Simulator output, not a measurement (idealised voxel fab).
Process module in this document: voxel wiring stack
The figure presents cross-section cut, which has a width of 165 nm and is divided into square cells with an edge length of 5 nm.
Just so we're on the same page, the cross-sections are grids of square cells, and they're listed out in bands top to bottom, each band one or more rows deep.
Each band's line starts with the height of the band's top and of its bottom, in nm. Then come its materials from left to right, each with its width in nm. One material with "full width" fills the band from edge to edge. "blank" is empty space.
Heads up on the height convention: 0 is the point under which the incoming wafer is all one material, and the lowest band has no bottom, it just keeps going down, like "z 0 and below".
Width: "30 to 40" (first number = top row, second number = bottom row, same change from row to row of cells).
Any step labelled "all unchanged" changed none of the cells in the cross-section.
What "Closed void register" gives you is every empty space of 8 cells or more that is cut off from the top. Each appears as width x height at distance, with the distance taken from the left edge and width, height and distance all in nm.
Heads up: the bit after the settings on a step's line is the simulator's remark on that step.
The setting "overlay nm" may be written on the line of a step. When the step uses a mask, the value reports how far to the right of the planned place the mask lay, and a negative value reports that it lay to the left.

Planned process steps
1 RECEIVE, material Si
2 CONFORMAL_DEP, material SiO2, thk nm 10
3 CONFORMAL_DEP, material SiCN, thk nm 5
4 DIRECTIONAL_DEP, material lowk, thk nm 25
5 PATTERN, tone open, mask id METAL_1, material resist, width nm 20, pitch nm 45, thk nm 20, overlay nm 0
6 DIRECTIONAL_ETCH, etch materials lowk, depth nm 15
7 DIRECTIONAL_ETCH, etch materials SiCN, depth nm 5
8 STRIP, etch materials resist
9 CONFORMAL_DEP, material TiN, thk nm 5
10 FILL_DEP, material Ru, thk nm 5
11 CMP, height nm 40
12 EPI, material Ru, thk nm 5
13 FILL_DEP, material SiCN, thk nm 5
14 DIRECTIONAL_DEP, material SiO2, thk nm 35
15 MASKED_ETCH, tone open, mask id METAL_2_HOLES, width nm 15, pitch nm 45, etch materials SiO2, depth nm 35, overlay nm 0
16 MASKED_ETCH, tone open, mask id METAL_2, width nm 20, pitch nm 45, etch materials SiO2, depth nm 20, overlay nm 0
17 MASKED_ETCH, tone open, mask id METAL_2, width nm 20, pitch nm 45, etch materials SiCN, depth nm 5, overlay nm 0
18 CONFORMAL_DEP, material TiN, thk nm 5
19 FILL_DEP, material Cu, thk nm 10
20 CMP, height nm 85
21 CONFORMAL_DEP, material SiN, thk nm 5
varied across the wafers: depth nm of step 6. The plan shows the first wafer's value. All wafers start alike

Cross-section of the first of several wafers as received (after step 1)
z 0 and below: Si full width
Closed void register: none

End of the module, past its last step, step 21: how the first of several wafers looks in cross-section
z 90 to 85: SiN full width
z 85 to 70: SiO2 (50)  TiN (5)  Cu (10)  TiN (5)  SiO2 (25)  TiN (5)  Cu (10)  TiN (5)  SiO2 (50)
z 70 to 65: SiO2 (50)  TiN (5)  Cu (5)  TiN (10)  SiO2 (25)  TiN (5)  Cu (5)  TiN (10)  SiO2 (50)
z 65 to 50: SiO2 (50)  TiN (5)  Cu (5)  TiN (5)  SiO2 (30)  TiN (5)  Cu (5)  TiN (5)  SiO2 (55)
z 50 to 45: SiCN (50)  TiN (15)  SiCN (30)  TiN (15)  SiCN (55)
z 45 to 40: SiCN (45)  Ru (30)  SiCN (15)  Ru (30)  SiCN (45)
z 40 to 30: lowk (50)  TiN (5)  Ru (10)  TiN (5)  lowk (25)  TiN (5)  Ru (10)  TiN (5)  lowk (50)
z 30 to 25: lowk (50)  TiN (20)  lowk (25)  TiN (20)  lowk (50)
z 25 to 15: lowk full width
z 15 to 10: SiCN full width
z 10 to 0: SiO2 full width
z 0 and below: Si full width
Closed void register: none

Wafer cross-section (last wafer, module end)
z 90 to 85: SiN full width
z 85 to 70: SiO2 (50)  TiN (5)  Cu (10)  TiN (5)  SiO2 (25)  TiN (5)  Cu (10)  TiN (5)  SiO2 (50)
z 70 to 65: SiO2 (50)  TiN (5)  Cu (5)  TiN (10)  SiO2 (25)  TiN (5)  Cu (5)  TiN (10)  SiO2 (50)
z 65 to 50: SiO2 (50)  TiN (5)  Cu (5)  TiN (5)  SiO2 (30)  TiN (5)  Cu (5)  TiN (5)  SiO2 (55)
z 50 to 45: SiCN (50)  TiN (15)  SiCN (30)  TiN (15)  SiCN (55)
z 45 to 40: SiCN (45)  Ru (30)  SiCN (15)  Ru (30)  SiCN (45)
z 40 to 15: lowk (50)  TiN (5)  Ru (10)  TiN (5)  lowk (25)  TiN (5)  Ru (10)  TiN (5)  lowk (50)
z 15 to 10: SiCN (50)  TiN (20)  SiCN (25)  TiN (20)  SiCN (50)
z 10 to 0: SiO2 full width
z 0 and below: Si full width
Closed void register: none

Every row in this table is a wafer at the end of the module, and it gives, for each of the materials, the cells that wafer has gained (+) or lost (-) since it was received, then its closed voids
depth nm 15 | +20 Cu | +20 Ru | +81 SiCN | +33 SiN | +247 SiO2 | +52 TiN | +141 lowk | Closed void register: none
depth nm 20 | +20 Cu | +24 Ru | +81 SiCN | +33 SiN | +247 SiO2 | +56 TiN | +133 lowk | Closed void register: none
depth nm 25 | +20 Cu | +32 Ru | +73 SiCN | +33 SiN | +247 SiO2 | +64 TiN | +125 lowk | Closed void register: none
depth nm 30 | +20 Cu | +32 Ru | +73 SiCN | +33 SiN | +247 SiO2 | +64 TiN | +125 lowk | Closed void register: none
depth nm 35 | +20 Cu | +32 Ru | +73 SiCN | +33 SiN | +247 SiO2 | +64 TiN | +125 lowk | Closed void register: none
depth nm 40 | +20 Cu | +32 Ru | +73 SiCN | +33 SiN | +247 SiO2 | +64 TiN | +125 lowk | Closed void register: none
